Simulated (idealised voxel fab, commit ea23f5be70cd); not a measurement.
process module | voxel gate over fins
cross-section cut | 255 nm wide | cells 5 nm
A cross-section is a grid of square cells, given in bands from the top down. A band is one or more rows of cells.
Each band's line starts with the height of the band's top and of its bottom, in nm. Then come its materials from left to right, each with its width in nm. One material with "throughout" fills the band from edge to edge. "air" is empty space.
Height 0 is the level under which the wafer as received is all one material. The lowest band goes on downwards, as in "0 down".
A width such as "30 to 40" changes by the same amount from each row of cells to the next, from the band's top row to its bottom row.
"no change" after a step means that no cell of the cross-section changed.
closed voids: empty space of 8 cells or more with no open way to the top, each as width x height at its distance from the left edge, in nm
after a step's settings: what the simulator itself notes on the step
overlay nm, on a step with a mask: how far to the right of its planned place the mask lay; to the left if negative
plan
1 op RECEIVE | material Si
2 op CONFORMAL_DEP | material SiN | thk nm 10
3 op DIRECTIONAL_DEP | material aC | thk nm 10
4 op PATTERN | tone cover | mask id FINS | material resist | width nm 15 | pitch nm 50 | thk nm 30 | overlay nm 0
5 op DIRECTIONAL_ETCH | etch materials aC | depth nm 10
6 op STRIP | etch materials resist
7 op DIRECTIONAL_ETCH | etch materials SiN | depth nm 10
8 op DIRECTIONAL_ETCH | etch materials Si | depth nm 35
9 op STRIP | etch materials aC
10 op OXIDIZE | depth nm 5
11 op FILL_DEP | material SiO2 | thk nm 5
12 op CMP | height nm 10
13 op DIRECTIONAL_DEP | material aC | thk nm 15
14 op PATTERN | tone open | mask id RAIL | material resist | width nm 15 | thk nm 35 | overlay nm 0
15 op DIRECTIONAL_ETCH | etch materials aC | depth nm 15
16 op STRIP | etch materials resist
17 op DIRECTIONAL_ETCH | etch materials SiO2 | depth nm 40
18 op STRIP | etch materials aC
19 op CONFORMAL_DEP | material TiN | thk nm 5
20 op FILL_DEP | material Ru | thk nm 10
21 op CMP | height nm 10
22 op SELECTIVE_ETCH | etch materials W Ru TiN | depth nm 35
23 op FILL_DEP | material SiO2 | thk nm 5
24 op CMP | height nm 10
25 op SELECTIVE_ETCH | etch materials SiO2 | depth nm 25
26 op STRIP | etch materials SiN
27 op CONFORMAL_DEP | material HfO2 | thk nm 5
28 op CONFORMAL_DEP | material TiN | thk nm 5
29 op CONFORMAL_DEP | material TiAl | thk nm 5
30 op CONFORMAL_DEP | material TiN | thk nm 5
31 op FILL_DEP | material W | thk nm 10
32 op CMP | height nm 25
33 op CONFORMAL_DEP | material SiCN | thk nm 10
as received, after step 1
  0 down: Si throughout
  closed voids: none
a wafer at the end: this start, this plan, one mistake
  35 to 25: SiCN throughout
  25 to 20: W throughout
  20 to 15: W 55 | TiN 45 | W 5 | TiN 45 | W 5 | TiN 45 | W 55
  15 to 10: W 55 | TiN 5 | TiAl 35 | TiN 5 | W 5 | TiN 5 | TiAl 35 | TiN 5 | W 5 | TiN 5 | TiAl 35 | TiN 5 | W 55
  10 to 5: W 55 | TiN 5 | TiAl 5 | TiN 25 | TiAl 5 | TiN 5 | W 5 | TiN 5 | TiAl 5 | TiN 25 | TiAl 5 | TiN 5 | W 5 | TiN 5 | TiAl 5 | TiN 25 | TiAl 5 | TiN 5 | W 55
  5 to 0: TiN 60 | TiAl 5 | TiN 5 | HfO2 15 | TiN 5 | TiAl 5 | TiN 15 | TiAl 5 | TiN 5 | HfO2 15 | TiN 5 | TiAl 5 | TiN 15 | TiAl 5 | TiN 5 | HfO2 15 | TiN 5 | TiAl 5 | TiN 60
  0 to -5: TiAl 65 | TiN 5 | HfO2 5 | Si 5 | HfO2 5 | TiN 5 | TiAl 25 | TiN 5 | HfO2 5 | Si 5 | HfO2 5 | TiN 5 | TiAl 25 | TiN 5 | HfO2 5 | Si 5 | HfO2 5 | TiN 5 | TiAl 65
  -5 to -10: TiN 70 | HfO2 5 | Si 5 | HfO2 5 | TiN 35 | HfO2 5 | Si 5 | HfO2 5 | TiN 35 | HfO2 5 | Si 5 | HfO2 5 | TiN 70
  -10 to -15: HfO2 75 | Si 5 | HfO2 45 | Si 5 | HfO2 45 | Si 5 | HfO2 75
  -15 to -25: SiO2 75 | Si 5 | SiO2 45 | Si 5 | SiO2 45 | Si 5 | SiO2 75
  -25 to -30: TiN 70 | SiO2 5 | Si 5 | SiO2 5 | TiN 10 | SiO2 15 | TiN 10 | SiO2 5 | Si 5 | SiO2 5 | TiN 35 | SiO2 5 | Si 5 | SiO2 5 | TiN 70
  -30 to -40: SiO2 75 | Si 5 | SiO2 45 | Si 5 | SiO2 45 | Si 5 | SiO2 75
  -40 down: Si throughout
  closed voids: none
what went wrong: step 14 ran as: op PATTERN | tone cover | mask id RAIL | material resist | width nm 15 | thk nm 35 | overlay nm 0
